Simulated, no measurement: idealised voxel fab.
Proc. module: voxel trench capacitor
Pictured: cross-section cut, 245 nm wide, on a grid of 5 nm square cells.
Cross-sections here: square-cell grids, written as top-down lists of bands, a band being one or more rows of cells. Per band: top height and bottom height in nm, followed by the left-to-right materials and their widths in nm; "everywhere" marks a single material spanning edge to edge, "empty" marks empty space. Height is counted from the level 0, under which the received wafer is composed throughout of one material. The lowest of the bands is not closed at the bottom but continues downward, in the notation "top 0, no bottom". The width entry "30 to 40" should be interpreted row by row: the top row of cells in the band takes the first number, the bottom row takes the second number, and the change between adjacent rows is uniform throughout. Where the words "no alteration" appear for a step, the cross-section shows no cell changed by that step; every cell remained as before. The label "Fully sealed voids" introduces a list of the empty spaces, 8 cells or larger, that have no open way up to the top; each entry in it reads width x height at distance, where the distance is taken from the left edge and all three are stated in nm. Where a step's line continues beyond its settings, the continuation is a remark by the simulator itself on that step. If you see "overlay nm" on a step's line and that step has a mask, it's telling you how far right of where it was planned the mask ended up; a negative number means it went left instead.
### Process steps - plan
| 1 | RECEIVE, material Si |
| 2 | CONFORMAL_DEP, material SiN, thk nm 5 |
| 3 | PATTERN, tone open, mask id TRENCH, material resist, width nm 15, pitch nm 40, thk nm 20, overlay nm 0 |
| 4 | DIRECTIONAL_ETCH, etch materials SiN, depth nm 5 |
| 5 | DIRECTIONAL_ETCH, etch materials Si, depth nm 40 |
| 6 | STRIP, etch materials resist |
| 7 | CONFORMAL_DEP, material Al2O3, thk nm 5 |
| 8 | CONFORMAL_DEP, material TiN, thk nm 5 |
| 9 | FILL_DEP, material W, thk nm 10 |
| 10 | CMP, height nm 5 |
Be aware that, although all wafers share a common starting state, the width nm at step 3 differs among them, and the plan displays the first wafer's value.
### Cross-section of the first of several wafers on receipt, reflecting completion of step 1
	top 0, no bottom = Si everywhere
	Fully sealed voids: none
### Post step 10, the closing step of the module: first of several wafers, cross-sectioned
	top 5, bottom 0 = 75 nm SiN / 5 nm Al2O3 / 5 nm TiN / 5 nm Al2O3 / 25 nm SiN / 5 nm Al2O3 / 5 nm TiN / 5 nm Al2O3 / 25 nm SiN / 5 nm Al2O3 / 5 nm TiN / 5 nm Al2O3 / 75 nm SiN
	top 0, bottom -35 = 75 nm Si / 5 nm Al2O3 / 5 nm TiN / 5 nm Al2O3 / 25 nm Si / 5 nm Al2O3 / 5 nm TiN / 5 nm Al2O3 / 25 nm Si / 5 nm Al2O3 / 5 nm TiN / 5 nm Al2O3 / 75 nm Si
	top -35, bottom -40 = 75 nm Si / 15 nm Al2O3 / 25 nm Si / 15 nm Al2O3 / 25 nm Si / 15 nm Al2O3 / 75 nm Si
	top -40, no bottom = Si everywhere
	Fully sealed voids: none
### Final wafer cross-section at module end
	top 5, bottom 0 = 70 nm SiN / 5 nm Al2O3 / 5 nm TiN / 5 nm W / 5 nm TiN / 5 nm Al2O3 / 15 nm SiN / 5 nm Al2O3 / 5 nm TiN / 5 nm W / 5 nm TiN / 5 nm Al2O3 / 15 nm SiN / 5 nm Al2O3 / 5 nm TiN / 5 nm W / 5 nm TiN / 5 nm Al2O3 / 70 nm SiN
	top 0, bottom -30 = 70 nm Si / 5 nm Al2O3 / 5 nm TiN / 5 nm W / 5 nm TiN / 5 nm Al2O3 / 15 nm Si / 5 nm Al2O3 / 5 nm TiN / 5 nm W / 5 nm TiN / 5 nm Al2O3 / 15 nm Si / 5 nm Al2O3 / 5 nm TiN / 5 nm W / 5 nm TiN / 5 nm Al2O3 / 70 nm Si
	top -30, bottom -35 = 70 nm Si / 5 nm Al2O3 / 15 nm TiN / 5 nm Al2O3 / 15 nm Si / 5 nm Al2O3 / 15 nm TiN / 5 nm Al2O3 / 15 nm Si / 5 nm Al2O3 / 15 nm TiN / 5 nm Al2O3 / 70 nm Si
	top -35, bottom -40 = 70 nm Si / 25 nm Al2O3 / 15 nm Si / 25 nm Al2O3 / 15 nm Si / 25 nm Al2O3 / 70 nm Si
	top -40, no bottom = Si everywhere
	Fully sealed voids: none
### Per wafer, end of module: cells gained (+) or lost (-) per material since receipt, then closed voids
width nm 15 | +57 Al2O3 | -72 Si | +40 SiN | +24 TiN | Fully sealed voids: none
width nm 20 | +60 Al2O3 | -96 Si | +37 SiN | +48 TiN | Fully sealed voids: none
width nm 25 | +63 Al2O3 | -120 Si | +34 SiN | +51 TiN | +21 W | Fully sealed voids: none
